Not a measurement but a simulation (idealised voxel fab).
A process module follows: voxel air gaps.
Cross-sectional view cut (width: 205 nm; square cell size: 5 nm).
Cross-section spec: square-cell grid; bands listed top down; each band is one or more rows.
Each band's line starts with the height of the band's top and of its bottom, in nm. Then come its materials from left to right, each with its width in nm. One material with "everywhere" fills the band from edge to edge. "empty" is empty space.
Counting heights begins at 0, where everything beneath is, in the wafer as received, one material. The lowest band has no bottom; it goes on downwards, as "0..down" shows.
Width: "30 to 40" (first number = top row, second number = bottom row, same change from row to row of cells).
It should be understood that the words "changes: none", when stated for a given step, signify that the cross-section underwent no change in any of its cells during that step.
"Sealed void list": empty spaces of 8 cells or more with no open way to the top, each given as width x height at distance, distance from the left edge, all in nm.
Anything after a step's settings on that line? It's the simulator's own note about the step.
The line of a step may include "overlay nm". On a step with a mask, this value is how far to the right of its planned place the mask lay. A negative value means the mask lay to the left.

PROCESS STEPS - PLAN
step 1: RECEIVE [material Si]
step 2: CONFORMAL_DEP [material SiO2] [thk nm 10]
step 3: CONFORMAL_DEP [material SiN] [thk nm 5]
step 4: DIRECTIONAL_DEP [material SiO2] [thk nm 40]
step 5: PATTERN [tone open] [mask id LINES] [material resist] [width nm 15] [pitch nm 40] [thk nm 20] [overlay nm 0]
step 6: DIRECTIONAL_ETCH [etch materials SiO2] [depth nm 40]
step 7: STRIP [etch materials resist]
step 8: CONFORMAL_DEP [material TiN] [thk nm 5]
step 9: FILL_DEP [material Cu] [thk nm 5]
step 10: CMP [height nm 55]
step 11: EPI [material Ru] [thk nm 10]
step 12: SELECTIVE_ETCH [etch materials SiO2] [depth nm 50]
step 13: CONFORMAL_DEP [material SiN] [thk nm 5]

DELIVERED WAFER IN CROSS-SECTION: STATE AFTER STEP 1
0..down  Si everywhere
Sealed void list: none

HERE'S THE CROSS-SECTION OF THE FIRST OF OUR TWO WAFERS AT THE END OF THE MODULE - IT RAN AS PLANNED
70..65  40 of empty / 125 of SiN / 40 of empty
65..55  40 of empty / 5 of SiN / 35 of Ru / 5 of SiN / 35 of Ru / 5 of SiN / 35 of Ru / 5 of SiN / 40 of empty
55..50  40 of empty / 15 of SiN / 5 of TiN / 5 of Cu / 5 of TiN / 25 of SiN / 5 of TiN / 5 of Cu / 5 of TiN / 25 of SiN / 5 of TiN / 5 of Cu / 5 of TiN / 15 of SiN / 40 of empty
50..20  50 of empty / 5 of SiN / 5 of TiN / 5 of Cu / 5 of TiN / 5 of SiN / 15 of empty / 5 of SiN / 5 of TiN / 5 of Cu / 5 of TiN / 5 of SiN / 15 of empty / 5 of SiN / 5 of TiN / 5 of Cu / 5 of TiN / 5 of SiN / 50 of empty
20..15  55 of SiN / 15 of TiN / 25 of SiN / 15 of TiN / 25 of SiN / 15 of TiN / 55 of SiN
15..10  SiN everywhere
10..0  SiO2 everywhere
0..down  Si everywhere
Sealed void list: 15 x 30 at 75; 15 x 30 at 115

HERE'S THE SECOND OF OUR TWO WAFERS SECTIONED AT MODULE END. SAME START AS THE FIRST, SAME PLAN, BUT ONE MISTAKE GOT MADE RUNNING IT
70..65  40 of empty / 125 of SiO2 / 40 of empty
65..55  40 of empty / 5 of SiO2 / 35 of Ru / 5 of SiO2 / 35 of Ru / 5 of SiO2 / 35 of Ru / 5 of SiO2 / 40 of empty
55..50  40 of empty / 15 of SiO2 / 5 of TiN / 5 of Cu / 5 of TiN / 25 of SiO2 / 5 of TiN / 5 of Cu / 5 of TiN / 25 of SiO2 / 5 of TiN / 5 of Cu / 5 of TiN / 15 of SiO2 / 40 of empty
50..20  50 of empty / 5 of SiO2 / 5 of TiN / 5 of Cu / 5 of TiN / 5 of SiO2 / 15 of empty / 5 of SiO2 / 5 of TiN / 5 of Cu / 5 of TiN / 5 of SiO2 / 15 of empty / 5 of SiO2 / 5 of TiN / 5 of Cu / 5 of TiN / 5 of SiO2 / 50 of empty
20..15  55 of SiO2 / 15 of TiN / 25 of SiO2 / 15 of TiN / 25 of SiO2 / 15 of TiN / 55 of SiO2
15..10  SiN everywhere
10..0  SiO2 everywhere
0..down  Si everywhere
Sealed void list: 15 x 30 at 75; 15 x 30 at 115
Here's what went sideways: step 13 ran as: CONFORMAL_DEP [material SiO2] [thk nm 5]
Final tally in cells, some materials are higher or lower on the second wafer than on the first: 117 fewer of SiN, 117 more of SiO2
